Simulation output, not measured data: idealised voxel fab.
process module | voxel capacitor over wiring
In the cross-section labelled cut, the width is 215 nm and each square cell is 5 nm.
We lay out every cross-section as a grid of square cells and spell it out in bands from the top down, where one band means one or more rows of cells.
In this notation a band is specified by the heights of its top and bottom, in that order and in nm, after which its materials appear from left to right, each paired with its width in nm. The word "full width" attached to a single material means that material fills the band from edge to edge; the word "blank" stands for empty space.
The level at which height equals 0 is the one under which the wafer, as it arrives, is entirely one material. No lower edge exists for the bottom band, which continues downward and is notated as in "0 nm and below".
The two numbers in a width such as "30 to 40" mark its ends across the band: the first belongs to the top row of cells, the second to the bottom row, and from each row to the next the width moves by the same amount.
No cell of the cross-section changed in a step that is given as "all unchanged".
Basically, "Closed void entries" tells you about the enclosed voids: empty spaces with no open way to the top, 8 cells or bigger, each written width x height at distance, where distance is from the left edge, all in nm.
What comes after the settings on a step's line is commentary from the simulator itself on that step.
overlay nm: how far to the right of its planned place the mask lay on this masked step (negative: to the left).
-- The following list gives the planned process steps
| 1 | RECEIVE | material Si |
| 2 | CONFORMAL_DEP | material SiO2 | thk nm 10 |
| 3 | DIRECTIONAL_DEP | material TiN | thk nm 5 |
| 4 | DIRECTIONAL_DEP | material W | thk nm 15 |
| 5 | PATTERN | tone cover | mask id METAL_1 | material resist | width nm 25 | pitch nm 95 | thk nm 20 | overlay nm 0 |
| 6 | DIRECTIONAL_ETCH | etch materials W | depth nm 15 |
| 7 | DIRECTIONAL_ETCH | etch materials TiN | depth nm 5 |
| 8 | STRIP | etch materials resist |
| 9 | CONFORMAL_DEP | material SiN | thk nm 5 |
| 10 | FILL_DEP | material lowk | thk nm 5 |
| 11 | CMP | height nm 30 |
| 12 | CONFORMAL_DEP | material SiCN | thk nm 5 |
| 13 | DIRECTIONAL_DEP | material lowk | thk nm 10 |
| 14 | PATTERN | tone open | mask id PLUG_1 | material resist | width nm 15 | thk nm 20 | overlay nm 0 |
| 15 | DIRECTIONAL_ETCH | etch materials lowk | depth nm 10 |
| 16 | DIRECTIONAL_ETCH | etch materials SiCN | depth nm 5 |
| 17 | STRIP | etch materials resist |
| 18 | CONFORMAL_DEP | material TiN | thk nm 5 |
| 19 | FILL_DEP | material Ru | thk nm 10 |
| 20 | CMP | height nm 45 |
| 21 | DIRECTIONAL_DEP | material TiN | thk nm 10 |
| 22 | DIRECTIONAL_DEP | material SiN | thk nm 5 |
| 23 | DIRECTIONAL_DEP | material TiN | thk nm 5 |
| 24 | MASKED_ETCH | tone cover | mask id UPPER_PLATE | width nm 75 | etch materials TiN | depth nm 5 | overlay nm 0 |
| 25 | MASKED_ETCH | tone cover | mask id UPPER_PLATE | width nm 75 | etch materials SiN | depth nm 5 | overlay nm 0 |
| 26 | DIRECTIONAL_DEP | material aC | thk nm 10 |
| 27 | PATTERN | tone cover | mask id LOWER_PLATE | material resist | width nm 85 | thk nm 30 | overlay nm 0 |
| 28 | DIRECTIONAL_ETCH | etch materials aC | depth nm 10 |
| 29 | STRIP | etch materials resist |
| 30 | DIRECTIONAL_ETCH | etch materials TiN | depth nm 10 |
| 31 | STRIP | etch materials aC |
| 32 | FILL_DEP | material SiO2 | thk nm 15 |
| 33 | CMP | height nm 75 |
| 34 | PATTERN | tone open | mask id PLUG_2 | material resist | width nm 15 | thk nm 20 | overlay nm 0 |
| 35 | DIRECTIONAL_ETCH | etch materials SiO2 | depth nm 10 |
| 36 | STRIP | etch materials resist |
| 37 | CONFORMAL_DEP | material TiN | thk nm 5 |
| 38 | FILL_DEP | material Ru | thk nm 5 |
| 39 | CMP | height nm 75 |
| 40 | CONFORMAL_DEP | material SiCN | thk nm 5 |
-- So, the first of our two wafers, run just as we planned it
-- Received-state cross-section, reflecting completion of step 1
	0 nm and below  Si full width
	Closed void entries: none
-- Step 2 done - wafer cross-section
	10 nm to 0 nm  SiO2 full width
	Below 0, the layers are the same as they were.
-- Step 3 done - wafer cross-section
	15 nm to 10 nm  TiN full width
	Below 10, the layers are the same as they were.
-- Step 4 done - wafer cross-section
	30 nm to 15 nm  W full width
	Below 15, the layers are the same as they were.
-- Step 5 done - wafer cross-section
	50 nm to 30 nm  blank=45 | resist=25 | blank=70 | resist=25 | blank=50
	Below 30, the layers are the same as they were.
-- Step 6 done - wafer cross-section
	50 nm to 30 nm  blank=45 | resist=25 | blank=70 | resist=25 | blank=50
	30 nm to 15 nm  blank=45 | W=25 | blank=70 | W=25 | blank=50
	Below 15, the layers are the same as they were.
-- Step 7 done - wafer cross-section
	50 nm to 30 nm  blank=45 | resist=25 | blank=70 | resist=25 | blank=50
	30 nm to 15 nm  blank=45 | W=25 | blank=70 | W=25 | blank=50
	15 nm to 10 nm  blank=45 | TiN=25 | blank=70 | TiN=25 | blank=50
	Below 10, the layers are the same as they were.
-- Step 8 done - wafer cross-section
	30 nm to 15 nm  blank=45 | W=25 | blank=70 | W=25 | blank=50
	Below 15, the layers are the same as they were.
-- Step 9 done - wafer cross-section
	35 nm to 30 nm  blank=40 | SiN=35 | blank=60 | SiN=35 | blank=45
	30 nm to 15 nm  blank=40 | SiN=5 | W=25 | SiN=5 | blank=60 | SiN=5 | W=25 | SiN=5 | blank=45
	15 nm to 10 nm  SiN=45 | TiN=25 | SiN=70 | TiN=25 | SiN=50
	Below 10, the layers are the same as they were.
-- Step 10 done - wafer cross-section
	40 nm to 35 nm  lowk full width
	35 nm to 30 nm  lowk=40 | SiN=35 | lowk=60 | SiN=35 | lowk=45
	30 nm to 15 nm  lowk=40 | SiN=5 | W=25 | SiN=5 | lowk=60 | SiN=5 | W=25 | SiN=5 | lowk=45
	Below 15, the layers are the same as they were.
-- Step 11 done - wafer cross-section
	30 nm to 15 nm  lowk=40 | SiN=5 | W=25 | SiN=5 | lowk=60 | SiN=5 | W=25 | SiN=5 | lowk=45
	Below 15, the layers are the same as they were.
-- Step 12 done - wafer cross-section
	35 nm to 30 nm  SiCN full width
	Below 30, the layers are the same as they were.
-- Step 13 done - wafer cross-section
	45 nm to 35 nm  lowk full width
	Below 35, the layers are the same as they were.
-- Step 14 done - wafer cross-section
	65 nm to 45 nm  resist=55 | blank=15 | resist=145
	Below 45, the layers are the same as they were.
-- Step 15 done - wafer cross-section
	65 nm to 45 nm  resist=55 | blank=15 | resist=145
	45 nm to 35 nm  lowk=55 | blank=15 | lowk=145
	Below 35, the layers are the same as they were.
-- Step 16 done - wafer cross-section
	65 nm to 45 nm  resist=55 | blank=15 | resist=145
	45 nm to 35 nm  lowk=55 | blank=15 | lowk=145
	35 nm to 30 nm  SiCN=55 | blank=15 | SiCN=145
	Below 30, the layers are the same as they were.
-- Step 17 done - wafer cross-section
	45 nm to 35 nm  lowk=55 | blank=15 | lowk=145
	Below 35, the layers are the same as they were.
-- Step 18 done - wafer cross-section
	50 nm to 45 nm  TiN=60 | blank=5 | TiN=150
	45 nm to 35 nm  lowk=55 | TiN=5 | blank=5 | TiN=5 | lowk=145
	35 nm to 30 nm  SiCN=55 | TiN=15 | SiCN=145
	Below 30, the layers are the same as they were.
-- Step 19 done - wafer cross-section
	60 nm to 50 nm  Ru full width
	50 nm to 45 nm  TiN=60 | Ru=5 | TiN=150
	45 nm to 35 nm  lowk=55 | TiN=5 | Ru=5 | TiN=5 | lowk=145
	Below 35, the layers are the same as they were.
-- Step 20 done - wafer cross-section
	45 nm to 35 nm  lowk=55 | TiN=5 | Ru=5 | TiN=5 | lowk=145
	Below 35, the layers are the same as they were.
-- Step 21 done - wafer cross-section
	55 nm to 45 nm  TiN full width
	Below 45, the layers are the same as they were.
-- Step 22 done - wafer cross-section
	60 nm to 55 nm  SiN full width
	Below 55, the layers are the same as they were.
-- Step 23 done - wafer cross-section
	65 nm to 60 nm  TiN full width
	Below 60, the layers are the same as they were.
-- Step 24 done - wafer cross-section
	65 nm to 60 nm  blank=55 | TiN=75 | blank=85
	Below 60, the layers are the same as they were.
-- Step 25 done - wafer cross-section
	65 nm to 60 nm  blank=55 | TiN=75 | blank=85
	60 nm to 55 nm  blank=55 | SiN=75 | blank=85
	Below 55, the layers are the same as they were.
-- Step 26 done - wafer cross-section
	75 nm to 65 nm  blank=55 | aC=75 | blank=85
	65 nm to 60 nm  aC=55 | TiN=75 | aC=85
	60 nm to 55 nm  aC=55 | SiN=75 | aC=85
	Below 55, the layers are the same as they were.
-- Step 27 done - wafer cross-section
	105 nm to 75 nm  blank=50 | resist=85 | blank=80
	75 nm to 65 nm  blank=50 | resist=5 | aC=75 | resist=5 | blank=80
	Below 65, the layers are the same as they were.
-- Step 28 done - wafer cross-section
	95 nm to 75 nm  blank=50 | resist=85 | blank=80
	75 nm to 65 nm  blank=50 | resist=5 | aC=75 | resist=5 | blank=80
	65 nm to 60 nm  blank=50 | aC=5 | TiN=75 | aC=5 | blank=80
	60 nm to 55 nm  blank=50 | aC=5 | SiN=75 | aC=5 | blank=80
	Below 55, the layers are the same as they were.
-- Step 29 done - wafer cross-section
	75 nm to 65 nm  blank=55 | aC=75 | blank=85
	Below 65, the layers are the same as they were.
-- Step 30 done - wafer cross-section
	75 nm to 65 nm  blank=55 | aC=75 | blank=85
	65 nm to 60 nm  blank=50 | aC=5 | TiN=75 | aC=5 | blank=80
	60 nm to 55 nm  blank=50 | aC=5 | SiN=75 | aC=5 | blank=80
	55 nm to 45 nm  blank=50 | TiN=85 | blank=80
	Below 45, the layers are the same as they were.
-- Step 31 done - wafer cross-section
	65 nm to 60 nm  blank=55 | TiN=75 | blank=85
	60 nm to 55 nm  blank=55 | SiN=75 | blank=85
	Below 55, the layers are the same as they were.
-- Step 32 done - wafer cross-section
	80 nm to 65 nm  SiO2 full width
	65 nm to 60 nm  SiO2=55 | TiN=75 | SiO2=85
	60 nm to 55 nm  SiO2=55 | SiN=75 | SiO2=85
	55 nm to 45 nm  SiO2=50 | TiN=85 | SiO2=80
	Below 45, the layers are the same as they were.
-- Step 33 done - wafer cross-section
	75 nm to 65 nm  SiO2 full width
	Below 65, the layers are the same as they were.
-- Step 34 done - wafer cross-section
	95 nm to 75 nm  resist=65 | blank=15 | resist=135
	Below 75, the layers are the same as they were.
-- Step 35 done - wafer cross-section
	95 nm to 75 nm  resist=65 | blank=15 | resist=135
	75 nm to 65 nm  SiO2=65 | blank=15 | SiO2=135
	Below 65, the layers are the same as they were.
-- Step 36 done - wafer cross-section
	75 nm to 65 nm  SiO2=65 | blank=15 | SiO2=135
	Below 65, the layers are the same as they were.
-- Step 37 done - wafer cross-section
	80 nm to 75 nm  TiN=70 | blank=5 | TiN=140
	75 nm to 70 nm  SiO2=65 | TiN=5 | blank=5 | TiN=5 | SiO2=135
	70 nm to 60 nm  SiO2=65 to 55 | TiN=15 to 75 | SiO2=135 to 85
	Below 60, the layers are the same as they were.
-- Step 38 done - wafer cross-section
	85 nm to 80 nm  Ru full width
	80 nm to 75 nm  TiN=70 | Ru=5 | TiN=140
	75 nm to 70 nm  SiO2=65 | TiN=5 | Ru=5 | TiN=5 | SiO2=135
	Below 70, the layers are the same as they were.
-- Step 39 done - wafer cross-section
	75 nm to 70 nm  SiO2=65 | TiN=5 | Ru=5 | TiN=5 | SiO2=135
	Below 70, the layers are the same as they were.
-- Step 40 done - wafer cross-section
	80 nm to 75 nm  SiCN full width
	Below 75, the layers are the same as they were.
-- Second wafer, same starting state and plan as the first, one mistake in the run, identical through step 10
-- At the planned end of step 11, the second wafer in cross-section
	30 nm to 15 nm  lowk=40 | SiN=5 | W=25 | SiN=5 | lowk=60 | SiN=5 | W=25 | SiN=5 | lowk=45
	Below 15, the layers are the same as they were.
-- At the planned end of step 12, the second wafer in cross-section
	35 nm to 30 nm  SiCN full width
	Below 30, the layers are the same as they were.
-- At the planned end of step 13, the second wafer in cross-section
	45 nm to 35 nm  lowk full width
	Below 35, the layers are the same as they were.
-- At the planned end of step 14, the second wafer in cross-section
	65 nm to 45 nm  resist=55 | blank=15 | resist=145
	Below 45, the layers are the same as they were.
-- At the planned end of step 15, the second wafer in cross-section
	65 nm to 45 nm  resist=55 | blank=15 | resist=145
	45 nm to 35 nm  lowk=55 | blank=15 | lowk=145
	Below 35, the layers are the same as they were.
-- At the planned end of step 16, the second wafer in cross-section
	65 nm to 45 nm  resist=55 | blank=15 | resist=145
	45 nm to 35 nm  lowk=55 | blank=15 | lowk=145
	35 nm to 30 nm  SiCN=55 | blank=15 | SiCN=145
	Below 30, the layers are the same as they were.
-- At the planned end of step 17, the second wafer in cross-section
	45 nm to 35 nm  lowk=55 | blank=15 | lowk=145
	Below 35, the layers are the same as they were.
-- At the planned end of step 18, the second wafer in cross-section
	50 nm to 45 nm  TiN=60 | blank=5 | TiN=150
	45 nm to 35 nm  lowk=55 | TiN=5 | blank=5 | TiN=5 | lowk=145
	35 nm to 30 nm  SiCN=55 | TiN=15 | SiCN=145
	Below 30, the layers are the same as they were.
-- At the planned end of step 19, the second wafer in cross-section
	60 nm to 50 nm  Ru full width
	50 nm to 45 nm  TiN=60 | Ru=5 | TiN=150
	45 nm to 35 nm  lowk=55 | TiN=5 | Ru=5 | TiN=5 | lowk=145
	Below 35, the layers are the same as they were.
-- At the planned end of step 20, the second wafer in cross-section
	45 nm to 35 nm  lowk=55 | TiN=5 | Ru=5 | TiN=5 | lowk=145
	Below 35, the layers are the same as they were.
-- At the planned end of step 21, the second wafer in cross-section
	55 nm to 45 nm  TiN full width
	Below 45, the layers are the same as they were.
-- At the planned end of step 22, the second wafer in cross-section
	60 nm to 55 nm  SiN full width
	Below 55, the layers are the same as they were.
-- At the planned end of step 23, the second wafer in cross-section
	65 nm to 60 nm  TiN full width
	Below 60, the layers are the same as they were.
-- At the planned end of step 24, the second wafer in cross-section
	65 nm to 60 nm  blank=55 | TiN=75 | blank=85
	Below 60, the layers are the same as they were.
-- At the planned end of step 25, the second wafer in cross-section
	65 nm to 60 nm  blank=55 | TiN=75 | blank=85
	60 nm to 55 nm  blank=55 | SiN=75 | blank=85
	Below 55, the layers are the same as they were.
-- At the planned end of step 26, the second wafer in cross-section
	75 nm to 65 nm  blank=55 | aC=75 | blank=85
	65 nm to 60 nm  aC=55 | TiN=75 | aC=85
	60 nm to 55 nm  aC=55 | SiN=75 | aC=85
	Below 55, the layers are the same as they were.
-- At the planned end of step 27, the second wafer in cross-section
	105 nm to 75 nm  blank=50 | resist=85 | blank=80
	75 nm to 65 nm  blank=50 | resist=5 | aC=75 | resist=5 | blank=80
	Below 65, the layers are the same as they were.
-- At the planned end of step 28, the second wafer in cross-section
	95 nm to 75 nm  blank=50 | resist=85 | blank=80
	75 nm to 65 nm  blank=50 | resist=5 | aC=75 | resist=5 | blank=80
	65 nm to 60 nm  blank=50 | aC=5 | TiN=75 | aC=5 | blank=80
	60 nm to 55 nm  blank=50 | aC=5 | SiN=75 | aC=5 | blank=80
	Below 55, the layers are the same as they were.
-- At the planned end of step 29, the second wafer in cross-section
	75 nm to 65 nm  blank=55 | aC=75 | blank=85
	Below 65, the layers are the same as they were.
-- At the planned end of step 30, the second wafer in cross-section
	75 nm to 65 nm  blank=55 | aC=75 | blank=85
	65 nm to 60 nm  blank=50 | aC=5 | TiN=75 | aC=5 | blank=80
	60 nm to 55 nm  blank=50 | aC=5 | SiN=75 | aC=5 | blank=80
	55 nm to 45 nm  blank=50 | TiN=85 | blank=80
	Below 45, the layers are the same as they were.
-- At the planned end of step 31, the second wafer in cross-section
	65 nm to 60 nm  blank=55 | TiN=75 | blank=85
	60 nm to 55 nm  blank=55 | SiN=75 | blank=85
	Below 55, the layers are the same as they were.
-- At the planned end of step 32, the second wafer in cross-section
	80 nm to 65 nm  SiO2 full width
	65 nm to 60 nm  SiO2=55 | TiN=75 | SiO2=85
	60 nm to 55 nm  SiO2=55 | SiN=75 | SiO2=85
	55 nm to 45 nm  SiO2=50 | TiN=85 | SiO2=80
	Below 45, the layers are the same as they were.
-- At the planned end of step 33, the second wafer in cross-section
	75 nm to 65 nm  SiO2 full width
	Below 65, the layers are the same as they were.
-- At the planned end of step 34, the second wafer in cross-section
	95 nm to 75 nm  resist=65 | blank=15 | resist=135
	Below 75, the layers are the same as they were.
-- At the planned end of step 35, the second wafer in cross-section
	95 nm to 75 nm  resist=65 | blank=15 | resist=135
	75 nm to 65 nm  SiO2=65 | blank=15 | SiO2=135
	Below 65, the layers are the same as they were.
-- At the planned end of step 36, the second wafer in cross-section
	75 nm to 65 nm  SiO2=65 | blank=15 | SiO2=135
	Below 65, the layers are the same as they were.
-- At the planned end of step 37, the second wafer in cross-section
	80 nm to 75 nm  TiN=70 | blank=5 | TiN=140
	75 nm to 70 nm  SiO2=65 | TiN=5 | blank=5 | TiN=5 | SiO2=135
	70 nm to 60 nm  SiO2=65 to 55 | TiN=15 to 75 | SiO2=135 to 85
	Below 60, the layers are the same as they were.
-- At the planned end of step 38, the second wafer in cross-section
	85 nm to 80 nm  Ru full width
	80 nm to 75 nm  TiN=70 | Ru=5 | TiN=140
	75 nm to 70 nm  SiO2=65 | TiN=5 | Ru=5 | TiN=5 | SiO2=135
	Below 70, the layers are the same as they were.
-- At the planned end of step 39, the second wafer in cross-section
	75 nm to 70 nm  SiO2=65 | TiN=5 | Ru=5 | TiN=5 | SiO2=135
	Below 70, the layers are the same as they were.
-- At the planned end of step 40, the second wafer in cross-section
	80 nm to 75 nm  SiCN full width
	Below 75, the layers are the same as they were.
Deviation noted in wafer processing: twice, step 11 of the plan was run
The final cross-section is the same for the two wafers, so this model computes the same thing whether or not the mistake was made.
